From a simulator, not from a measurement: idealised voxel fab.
Herein follows the process module entitled voxel tone inversion.
Square cell edge 5 nm, section width 290 nm, ID cut.
Each cross-section below is a grid of square cells, stated as bands in top-down order, with one or more rows of cells making up each band.
Heights first: top, then bottom, in nm. Then materials, left to right, each with a width in nm. "full width" on a single material: fills the band edge to edge. "air": empty space.
Counting heights begins at 0, where everything beneath is, in the wafer as received, one material. The lowest band has no bottom; it goes on downwards, as "z 0 and below" shows.
Width spec "30->40" -> top row of cells at first value, bottom row at second value, equal per-row change in between.
When a step is marked "no modification", none of the cells in the cross-section changed during that step.
Empty spaces counting at least 8 cells and having no open way to the top are listed in "Cavities, closed". The notation width x height at distance is used for each, the distance being from the left edge and all three values in nm.
Post-settings text on a step line: simulator's own remark regarding the step.
The "overlay nm" setting may appear on a step's line; for a step that uses a mask, it gives how far to the right of its planned position the mask lay, and a negative value indicates the left.
List of planned process steps
1: RECEIVE with material Si
2: CONFORMAL_DEP with material SiCN, thk nm 10
3: DIRECTIONAL_DEP with material polySi, thk nm 15
4: PATTERN with tone cover, mask id POSTS, material resist, width nm 20, pitch nm 50, thk nm 20, overlay nm -15
5: DIRECTIONAL_ETCH with etch materials polySi, depth nm 15
6: STRIP with etch materials resist
7: FILL_DEP with material lowk, thk nm 10
8: CMP with height nm 25
9: STRIP with etch materials polySi
10: CONFORMAL_DEP with material TiN, thk nm 5
11: FILL_DEP with material W, thk nm 10
12: CMP with height nm 25
13: CONFORMAL_DEP with material SiN, thk nm 5
Same starting wafers, different overlay nm at step 4. Plan value belongs to the first wafer.
Here's the first of the wafers in cross-section, just as we got it, i.e. after step 1
* z 0 and below: Si full width
* Cavities, closed: none
The rows of the table below are wafers. Looking at the end of the module, a row counts, for every material, the cells the wafer has gained, shown as (+), or lost, shown as (-), since it was received; its closed voids come next
overlay nm -15 | +116 SiCN | +58 SiN | +16 TiN | +8 W | +150 lowk | Cavities, closed: none
overlay nm -10 | +116 SiCN | +58 SiN | +16 TiN | +8 W | +150 lowk | Cavities, closed: none
overlay nm -5 | +116 SiCN | +58 SiN | +16 TiN | +8 W | +150 lowk | Cavities, closed: none
overlay nm 0 | +116 SiCN | +58 SiN | +16 TiN | +8 W | +150 lowk | Cavities, closed: none
overlay nm 5 | +116 SiCN | +58 SiN | +16 TiN | +8 W | +150 lowk | Cavities, closed: none
overlay nm 10 | +116 SiCN | +58 SiN | +16 TiN | +8 W | +150 lowk | Cavities, closed: none
overlay nm 15 | +116 SiCN | +58 SiN | +16 TiN | +8 W | +150 lowk | Cavities, closed: none
